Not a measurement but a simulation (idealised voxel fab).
Process module name: voxel wiring stack
Shown is cross-section cut, with a width of 215 nm and square cells of size 5 nm.
Square cells in a grid make up a cross-section in this document, and the grid is given as bands, listed from the top down, each one or more rows of cells. In this notation a band is specified by the heights of its top and bottom, in that order and in nm, after which its materials appear from left to right, each paired with its width in nm. The word "everywhere" attached to a single material means that material fills the band from edge to edge; the word "air" stands for empty space. Height datum 0, below which the as-received substrate wafer is one material. Lowest band open at the bottom, running downward: "0 -> down". Quick explanation for "30->40": the width changes in equal steps down the rows of cells, from the first number in the band's top row to the second number in its bottom row. The cross-section has no changed cell in any step marked "nothing got changed". In the "Enclosed void listing" entry, you get each enclosed empty space of 8 cells or more, one with no open way to the top, written width x height at distance, distance from the left edge, in nm. Anything after a step's settings on that line? It's the simulator's own note about the step. A step's line can hold "overlay nm"; with a mask on that step, the setting says how far right of the planned place the mask lay, while a negative setting says it lay to the left.
-- plan
step 1: op RECEIVE | material Si
step 2: op CONFORMAL_DEP | material SiO2 | thk nm 10
step 3: op CONFORMAL_DEP | material SiCN | thk nm 5
step 4: op DIRECTIONAL_DEP | material SiO2 | thk nm 15
step 5: op MASKED_ETCH | tone open | mask id METAL_1 | width nm 25 | pitch nm 50 | etch materials SiO2 | depth nm 15 | overlay nm 0
step 6: op MASKED_ETCH | tone open | mask id METAL_1 | width nm 25 | pitch nm 50 | etch materials SiCN | depth nm 5 | overlay nm 0
step 7: op CONFORMAL_DEP | material TiN | thk nm 5
step 8: op FILL_DEP | material W | thk nm 5
step 9: op CMP | height nm 30
step 10: op CONFORMAL_DEP | material SiCN | thk nm 5
step 11: op DIRECTIONAL_DEP | material lowk | thk nm 20
step 12: op PATTERN | tone open | mask id PLUG_1 | material resist | width nm 15 | pitch nm 100 | thk nm 15 | overlay nm 0
step 13: op DIRECTIONAL_ETCH | etch materials lowk | depth nm 20
step 14: op DIRECTIONAL_ETCH | etch materials SiCN | depth nm 5
step 15: op STRIP | etch materials resist
step 16: op EPI | material Ru | thk nm 10
step 17: op EPI | material Ru | thk nm 10
step 18: op EPI | material Ru | thk nm 5
step 19: op DIRECTIONAL_DEP | material TiN | thk nm 5
step 20: op DIRECTIONAL_DEP | material Ru | thk nm 20
step 21: op PATTERN | tone cover | mask id METAL_2 | material resist | width nm 25 | pitch nm 50 | thk nm 20 | overlay nm 0
step 22: op DIRECTIONAL_ETCH | etch materials Ru | depth nm 20
step 23: op DIRECTIONAL_ETCH | etch materials TiN | depth nm 5
step 24: op STRIP | etch materials resist
step 25: op FILL_DEP | material SiO2 | thk nm 10
step 26: op CMP | height nm 80
step 27: op CONFORMAL_DEP | material SiCN | thk nm 5
step 28: op DIRECTIONAL_DEP | material lowk | thk nm 15
step 29: op PATTERN | tone open | mask id PLUG_2 | material resist | width nm 15 | pitch nm 100 | thk nm 20 | overlay nm 0
step 30: op DIRECTIONAL_ETCH | etch materials lowk | depth nm 15
step 31: op DIRECTIONAL_ETCH | etch materials SiCN | depth nm 5
step 32: op STRIP | etch materials resist
step 33: op CONFORMAL_DEP | material TiN | thk nm 5
step 34: op FILL_DEP | material Cu | thk nm 5
step 35: op CMP | height nm 100
step 36: op DIRECTIONAL_DEP | material TiN | thk nm 5
step 37: op DIRECTIONAL_DEP | material Ru | thk nm 15
step 38: op MASKED_ETCH | tone cover | mask id METAL_3 | width nm 25 | pitch nm 50 | etch materials Ru | depth nm 15 | overlay nm 0
step 39: op MASKED_ETCH | tone cover | mask id METAL_3 | width nm 25 | pitch nm 50 | etch materials TiN | depth nm 5 | overlay nm 0
step 40: op FILL_DEP | material SiO2 | thk nm 10
step 41: op CMP | height nm 120
step 42: op CONFORMAL_DEP | material SiN | thk nm 5
-- The first of two wafers, run as planned
-- Wafer cross-section on receipt, i.e. after step 1
0 -> down = Si everywhere
Enclosed void listing: none
-- You're looking at a cross-section of the wafer after step 2
10 -> 0 = SiO2 everywhere
At heights below 0, the structure remains unaltered.
-- You're looking at a cross-section of the wafer after step 3
15 -> 10 = SiCN everywhere
At heights below 10, the structure remains unaltered.
-- You're looking at a cross-section of the wafer after step 4
30 -> 15 = SiO2 everywhere
At heights below 15, the structure remains unaltered.
-- You're looking at a cross-section of the wafer after step 5
30 -> 15 = SiO2=45; air=25; SiO2=25; air=25; SiO2=25; air=25; SiO2=45
At heights below 15, the structure remains unaltered.
-- You're looking at a cross-section of the wafer after step 6
30 -> 15 = SiO2=45; air=25; SiO2=25; air=25; SiO2=25; air=25; SiO2=45
15 -> 10 = SiCN=45; air=25; SiCN=25; air=25; SiCN=25; air=25; SiCN=45
At heights below 10, the structure remains unaltered.
-- You're looking at a cross-section of the wafer after step 7
35 -> 30 = TiN=50; air=15; TiN=35; air=15; TiN=35; air=15; TiN=50
30 -> 15 = SiO2=45; TiN=5; air=15; TiN=5; SiO2=25; TiN=5; air=15; TiN=5; SiO2=25; TiN=5; air=15; TiN=5; SiO2=45
15 -> 10 = SiCN=45; TiN=25; SiCN=25; TiN=25; SiCN=25; TiN=25; SiCN=45
At heights below 10, the structure remains unaltered.
-- You're looking at a cross-section of the wafer after step 8
40 -> 35 = W everywhere
35 -> 30 = TiN=50; W=15; TiN=35; W=15; TiN=35; W=15; TiN=50
30 -> 15 = SiO2=45; TiN=5; W=15; TiN=5; SiO2=25; TiN=5; W=15; TiN=5; SiO2=25; TiN=5; W=15; TiN=5; SiO2=45
At heights below 15, the structure remains unaltered.
-- You're looking at a cross-section of the wafer after step 9
30 -> 15 = SiO2=45; TiN=5; W=15; TiN=5; SiO2=25; TiN=5; W=15; TiN=5; SiO2=25; TiN=5; W=15; TiN=5; SiO2=45
At heights below 15, the structure remains unaltered.
-- You're looking at a cross-section of the wafer after step 10
35 -> 30 = SiCN everywhere
At heights below 30, the structure remains unaltered.
-- You're looking at a cross-section of the wafer after step 11
55 -> 35 = lowk everywhere
At heights below 35, the structure remains unaltered.
-- You're looking at a cross-section of the wafer after step 12
70 -> 55 = resist=45; air=15; resist=85; air=15; resist=55
At heights below 55, the structure remains unaltered.
-- You're looking at a cross-section of the wafer after step 13
70 -> 55 = resist=45; air=15; resist=85; air=15; resist=55
55 -> 35 = lowk=45; air=15; lowk=85; air=15; lowk=55
At heights below 35, the structure remains unaltered.
-- You're looking at a cross-section of the wafer after step 14
70 -> 55 = resist=45; air=15; resist=85; air=15; resist=55
55 -> 35 = lowk=45; air=15; lowk=85; air=15; lowk=55
35 -> 30 = SiCN=45; air=15; SiCN=85; air=15; SiCN=55
At heights below 30, the structure remains unaltered.
-- You're looking at a cross-section of the wafer after step 15
55 -> 35 = lowk=45; air=15; lowk=85; air=15; lowk=55
At heights below 35, the structure remains unaltered.
-- You're looking at a cross-section of the wafer after step 16
55 -> 40 = lowk=45; air=15; lowk=85; air=15; lowk=55
40 -> 35 = lowk=45; Ru=15; lowk=85; Ru=15; lowk=55
35 -> 30 = SiCN=45; Ru=15; SiCN=85; Ru=15; SiCN=55
At heights below 30, the structure remains unaltered.
-- You're looking at a cross-section of the wafer after step 17
55 -> 50 = lowk=45; air=15; lowk=85; air=15; lowk=55
50 -> 35 = lowk=45; Ru=15; lowk=85; Ru=15; lowk=55
At heights below 35, the structure remains unaltered.
-- You're looking at a cross-section of the wafer after step 18
55 -> 35 = lowk=45; Ru=15; lowk=85; Ru=15; lowk=55
At heights below 35, the structure remains unaltered.
-- You're looking at a cross-section of the wafer after step 19
60 -> 55 = TiN everywhere
At heights below 55, the structure remains unaltered.
-- You're looking at a cross-section of the wafer after step 20
80 -> 60 = Ru everywhere
At heights below 60, the structure remains unaltered.
-- You're looking at a cross-section of the wafer after step 21
100 -> 80 = air=45; resist=25; air=25; resist=25; air=25; resist=25; air=45
At heights below 80, the structure remains unaltered.
-- You're looking at a cross-section of the wafer after step 22
100 -> 80 = air=45; resist=25; air=25; resist=25; air=25; resist=25; air=45
80 -> 60 = air=45; Ru=25; air=25; Ru=25; air=25; Ru=25; air=45
At heights below 60, the structure remains unaltered.
-- You're looking at a cross-section of the wafer after step 23
100 -> 80 = air=45; resist=25; air=25; resist=25; air=25; resist=25; air=45
80 -> 60 = air=45; Ru=25; air=25; Ru=25; air=25; Ru=25; air=45
60 -> 55 = air=45; TiN=25; air=25; TiN=25; air=25; TiN=25; air=45
At heights below 55, the structure remains unaltered.
-- You're looking at a cross-section of the wafer after step 24
80 -> 60 = air=45; Ru=25; air=25; Ru=25; air=25; Ru=25; air=45
At heights below 60, the structure remains unaltered.
-- You're looking at a cross-section of the wafer after step 25
90 -> 80 = SiO2 everywhere
80 -> 60 = SiO2=45; Ru=25; SiO2=25; Ru=25; SiO2=25; Ru=25; SiO2=45
60 -> 55 = SiO2=45; TiN=25; SiO2=25; TiN=25; SiO2=25; TiN=25; SiO2=45
At heights below 55, the structure remains unaltered.
-- You're looking at a cross-section of the wafer after step 26
80 -> 60 = SiO2=45; Ru=25; SiO2=25; Ru=25; SiO2=25; Ru=25; SiO2=45
At heights below 60, the structure remains unaltered.
-- You're looking at a cross-section of the wafer after step 27
85 -> 80 = SiCN everywhere
At heights below 80, the structure remains unaltered.
-- You're looking at a cross-section of the wafer after step 28
100 -> 85 = lowk everywhere
At heights below 85, the structure remains unaltered.
-- You're looking at a cross-section of the wafer after step 29
120 -> 100 = resist=45; air=15; resist=85; air=15; resist=55
At heights below 100, the structure remains unaltered.
-- You're looking at a cross-section of the wafer after step 30
120 -> 100 = resist=45; air=15; resist=85; air=15; resist=55
100 -> 85 = lowk=45; air=15; lowk=85; air=15; lowk=55
At heights below 85, the structure remains unaltered.
-- You're looking at a cross-section of the wafer after step 31
120 -> 100 = resist=45; air=15; resist=85; air=15; resist=55
100 -> 85 = lowk=45; air=15; lowk=85; air=15; lowk=55
85 -> 80 = SiCN=45; air=15; SiCN=85; air=15; SiCN=55
At heights below 80, the structure remains unaltered.
-- You're looking at a cross-section of the wafer after step 32
100 -> 85 = lowk=45; air=15; lowk=85; air=15; lowk=55
At heights below 85, the structure remains unaltered.
-- You're looking at a cross-section of the wafer after step 33
105 -> 100 = TiN=50; air=5; TiN=95; air=5; TiN=60
100 -> 85 = lowk=45; TiN=5; air=5; TiN=5; lowk=85; TiN=5; air=5; TiN=5; lowk=55
85 -> 80 = SiCN=45; TiN=15; SiCN=85; TiN=15; SiCN=55
At heights below 80, the structure remains unaltered.
-- You're looking at a cross-section of the wafer after step 34
110 -> 105 = Cu everywhere
105 -> 100 = TiN=50; Cu=5; TiN=95; Cu=5; TiN=60
100 -> 85 = lowk=45; TiN=5; Cu=5; TiN=5; lowk=85; TiN=5; Cu=5; TiN=5; lowk=55
At heights below 85, the structure remains unaltered.
-- You're looking at a cross-section of the wafer after step 35
100 -> 85 = lowk=45; TiN=5; Cu=5; TiN=5; lowk=85; TiN=5; Cu=5; TiN=5; lowk=55
At heights below 85, the structure remains unaltered.
-- You're looking at a cross-section of the wafer after step 36
105 -> 100 = TiN everywhere
At heights below 100, the structure remains unaltered.
-- You're looking at a cross-section of the wafer after step 37
120 -> 105 = Ru everywhere
At heights below 105, the structure remains unaltered.
-- You're looking at a cross-section of the wafer after step 38
120 -> 105 = air=45; Ru=25; air=25; Ru=25; air=25; Ru=25; air=45
At heights below 105, the structure remains unaltered.
-- You're looking at a cross-section of the wafer after step 39
120 -> 105 = air=45; Ru=25; air=25; Ru=25; air=25; Ru=25; air=45
105 -> 100 = air=45; TiN=25; air=25; TiN=25; air=25; TiN=25; air=45
At heights below 100, the structure remains unaltered.
-- You're looking at a cross-section of the wafer after step 40
130 -> 120 = SiO2 everywhere
120 -> 105 = SiO2=45; Ru=25; SiO2=25; Ru=25; SiO2=25; Ru=25; SiO2=45
105 -> 100 = SiO2=45; TiN=25; SiO2=25; TiN=25; SiO2=25; TiN=25; SiO2=45
At heights below 100, the structure remains unaltered.
-- You're looking at a cross-section of the wafer after step 41
120 -> 105 = SiO2=45; Ru=25; SiO2=25; Ru=25; SiO2=25; Ru=25; SiO2=45
At heights below 105, the structure remains unaltered.
-- You're looking at a cross-section of the wafer after step 42
125 -> 120 = SiN everywhere
At heights below 120, the structure remains unaltered.
-- For the second wafer, take the first wafer's start and plan, then add one mistake made in running it; everything through step 4, that step included, is shared with the first
-- Cross-section, second wafer, at the end time the plan gives for step 5
30 -> 15 = air=45; SiO2=25; air=25; SiO2=25; air=25; SiO2=25; air=45
At heights below 15, the structure remains unaltered.
Cross-section, second wafer, at the end time the plan gives for step 6: nothing got changed
-- Cross-section, second wafer, at the end time the plan gives for step 7
35 -> 30 = air=40; TiN=35; air=15; TiN=35; air=15; TiN=35; air=40
30 -> 20 = air=40; TiN=5; SiO2=25; TiN=5; air=15; TiN=5; SiO2=25; TiN=5; air=15; TiN=5; SiO2=25; TiN=5; air=40
20 -> 15 = TiN=45; SiO2=25; TiN=25; SiO2=25; TiN=25; SiO2=25; TiN=45
At heights below 15, the structure remains unaltered.
-- Cross-section, second wafer, at the end time the plan gives for step 8
40 -> 35 = W everywhere
35 -> 30 = W=40; TiN=35; W=15; TiN=35; W=15; TiN=35; W=40
30 -> 20 = W=40; TiN=5; SiO2=25; TiN=5; W=15; TiN=5; SiO2=25; TiN=5; W=15; TiN=5; SiO2=25; TiN=5; W=40
At heights below 20, the structure remains unaltered.
-- Cross-section, second wafer, at the end time the plan gives for step 9
30 -> 20 = W=40; TiN=5; SiO2=25; TiN=5; W=15; TiN=5; SiO2=25; TiN=5; W=15; TiN=5; SiO2=25; TiN=5; W=40
At heights below 20, the structure remains unaltered.
-- Cross-section, second wafer, at the end time the plan gives for step 10
35 -> 30 = SiCN everywhere
At heights below 30, the structure remains unaltered.
-- Cross-section, second wafer, at the end time the plan gives for step 11
55 -> 35 = lowk everywhere
At heights below 35, the structure remains unaltered.
-- Cross-section, second wafer, at the end time the plan gives for step 12
70 -> 55 = resist=45; air=15; resist=85; air=15; resist=55
At heights below 55, the structure remains unaltered.
-- Cross-section, second wafer, at the end time the plan gives for step 13
70 -> 55 = resist=45; air=15; resist=85; air=15; resist=55
55 -> 35 = lowk=45; air=15; lowk=85; air=15; lowk=55
At heights below 35, the structure remains unaltered.
-- Cross-section, second wafer, at the end time the plan gives for step 14
70 -> 55 = resist=45; air=15; resist=85; air=15; resist=55
55 -> 35 = lowk=45; air=15; lowk=85; air=15; lowk=55
35 -> 30 = SiCN=45; air=15; SiCN=85; air=15; SiCN=55
At heights below 30, the structure remains unaltered.
-- Cross-section, second wafer, at the end time the plan gives for step 15
55 -> 35 = lowk=45; air=15; lowk=85; air=15; lowk=55
At heights below 35, the structure remains unaltered.
Cross-section, second wafer, at the end time the plan gives for step 16: nothing got changed
Cross-section, second wafer, at the end time the plan gives for step 17: nothing got changed
Cross-section, second wafer, at the end time the plan gives for step 18: nothing got changed
-- Cross-section, second wafer, at the end time the plan gives for step 19
60 -> 55 = TiN=45; air=15; TiN=85; air=15; TiN=55
55 -> 35 = lowk=45; air=15; lowk=85; air=15; lowk=55
35 -> 30 = SiCN=45; TiN=15; SiCN=85; TiN=15; SiCN=55
At heights below 30, the structure remains unaltered.
-- Cross-section, second wafer, at the end time the plan gives for step 20
80 -> 60 = Ru=45; air=15; Ru=85; air=15; Ru=55
60 -> 55 = TiN=45; air=15; TiN=85; air=15; TiN=55
55 -> 35 = lowk=45; Ru=15; lowk=85; Ru=15; lowk=55
At heights below 35, the structure remains unaltered.
-- Cross-section, second wafer, at the end time the plan gives for step 21
100 -> 80 = air=45; resist=25; air=25; resist=25; air=25; resist=25; air=45
80 -> 60 = Ru=45; resist=15; Ru=85; resist=15; Ru=55
60 -> 55 = TiN=45; resist=15; TiN=85; resist=15; TiN=55
At heights below 55, the structure remains unaltered.
-- Cross-section, second wafer, at the end time the plan gives for step 22
100 -> 80 = air=45; resist=25; air=25; resist=25; air=25; resist=25; air=45
80 -> 60 = air=45; resist=15; Ru=10; air=25; Ru=25; air=25; resist=15; Ru=10; air=45
At heights below 60, the structure remains unaltered.
-- Cross-section, second wafer, at the end time the plan gives for step 23
100 -> 80 = air=45; resist=25; air=25; resist=25; air=25; resist=25; air=45
80 -> 60 = air=45; resist=15; Ru=10; air=25; Ru=25; air=25; resist=15; Ru=10; air=45
60 -> 55 = air=45; resist=15; TiN=10; air=25; TiN=25; air=25; resist=15; TiN=10; air=45
At heights below 55, the structure remains unaltered.
-- Cross-section, second wafer, at the end time the plan gives for step 24
80 -> 60 = air=60; Ru=10; air=25; Ru=25; air=40; Ru=10; air=45
60 -> 55 = air=60; TiN=10; air=25; TiN=25; air=40; TiN=10; air=45
At heights below 55, the structure remains unaltered.
-- Cross-section, second wafer, at the end time the plan gives for step 25
90 -> 80 = SiO2 everywhere
80 -> 60 = SiO2=60; Ru=10; SiO2=25; Ru=25; SiO2=40; Ru=10; SiO2=45
60 -> 55 = SiO2=60; TiN=10; SiO2=25; TiN=25; SiO2=40; TiN=10; SiO2=45
At heights below 55, the structure remains unaltered.
-- Cross-section, second wafer, at the end time the plan gives for step 26
80 -> 60 = SiO2=60; Ru=10; SiO2=25; Ru=25; SiO2=40; Ru=10; SiO2=45
At heights below 60, the structure remains unaltered.
-- Cross-section, second wafer, at the end time the plan gives for step 27
85 -> 80 = SiCN everywhere
At heights below 80, the structure remains unaltered.
-- Cross-section, second wafer, at the end time the plan gives for step 28
100 -> 85 = lowk everywhere
At heights below 85, the structure remains unaltered.
-- Cross-section, second wafer, at the end time the plan gives for step 29
120 -> 100 = resist=45; air=15; resist=85; air=15; resist=55
At heights below 100, the structure remains unaltered.
-- Cross-section, second wafer, at the end time the plan gives for step 30
120 -> 100 = resist=45; air=15; resist=85; air=15; resist=55
100 -> 85 = lowk=45; air=15; lowk=85; air=15; lowk=55
At heights below 85, the structure remains unaltered.
-- Cross-section, second wafer, at the end time the plan gives for step 31
120 -> 100 = resist=45; air=15; resist=85; air=15; resist=55
100 -> 85 = lowk=45; air=15; lowk=85; air=15; lowk=55
85 -> 80 = SiCN=45; air=15; SiCN=85; air=15; SiCN=55
At heights below 80, the structure remains unaltered.
-- Cross-section, second wafer, at the end time the plan gives for step 32
100 -> 85 = lowk=45; air=15; lowk=85; air=15; lowk=55
At heights below 85, the structure remains unaltered.
-- Cross-section, second wafer, at the end time the plan gives for step 33
105 -> 100 = TiN=50; air=5; TiN=95; air=5; TiN=60
100 -> 85 = lowk=45; TiN=5; air=5; TiN=5; lowk=85; TiN=5; air=5; TiN=5; lowk=55
85 -> 80 = SiCN=45; TiN=15; SiCN=85; TiN=15; SiCN=55
At heights below 80, the structure remains unaltered.
-- Cross-section, second wafer, at the end time the plan gives for step 34
110 -> 105 = Cu everywhere
105 -> 100 = TiN=50; Cu=5; TiN=95; Cu=5; TiN=60
100 -> 85 = lowk=45; TiN=5; Cu=5; TiN=5; lowk=85; TiN=5; Cu=5; TiN=5; lowk=55
At heights below 85, the structure remains unaltered.
-- Cross-section, second wafer, at the end time the plan gives for step 35
100 -> 85 = lowk=45; TiN=5; Cu=5; TiN=5; lowk=85; TiN=5; Cu=5; TiN=5; lowk=55
At heights below 85, the structure remains unaltered.
-- Cross-section, second wafer, at the end time the plan gives for step 36
105 -> 100 = TiN everywhere
At heights below 100, the structure remains unaltered.
-- Cross-section, second wafer, at the end time the plan gives for step 37
120 -> 105 = Ru everywhere
At heights below 105, the structure remains unaltered.
-- Cross-section, second wafer, at the end time the plan gives for step 38
120 -> 105 = air=45; Ru=25; air=25; Ru=25; air=25; Ru=25; air=45
At heights below 105, the structure remains unaltered.
-- Cross-section, second wafer, at the end time the plan gives for step 39
120 -> 105 = air=45; Ru=25; air=25; Ru=25; air=25; Ru=25; air=45
105 -> 100 = air=45; TiN=25; air=25; TiN=25; air=25; TiN=25; air=45
At heights below 100, the structure remains unaltered.
-- Cross-section, second wafer, at the end time the plan gives for step 40
130 -> 120 = SiO2 everywhere
120 -> 105 = SiO2=45; Ru=25; SiO2=25; Ru=25; SiO2=25; Ru=25; SiO2=45
105 -> 100 = SiO2=45; TiN=25; SiO2=25; TiN=25; SiO2=25; TiN=25; SiO2=45
At heights below 100, the structure remains unaltered.
-- Cross-section, second wafer, at the end time the plan gives for step 41
120 -> 105 = SiO2=45; Ru=25; SiO2=25; Ru=25; SiO2=25; Ru=25; SiO2=45
At heights below 105, the structure remains unaltered.
-- Cross-section, second wafer, at the end time the plan gives for step 42
125 -> 120 = SiN everywhere
At heights below 120, the structure remains unaltered.
What was the processing mistake? off-plan run, step 5, actual operation and settings op MASKED_ETCH | tone cover | mask id METAL_1 | width nm 25 | pitch nm 50 | etch materials SiO2 | depth nm 15 | overlay nm 0
FYI, end of process, the second wafer has more or fewer cells of some materials than the first: -30 Ru, +15 SiCN, -9 SiO2, +7 TiN, +17 W
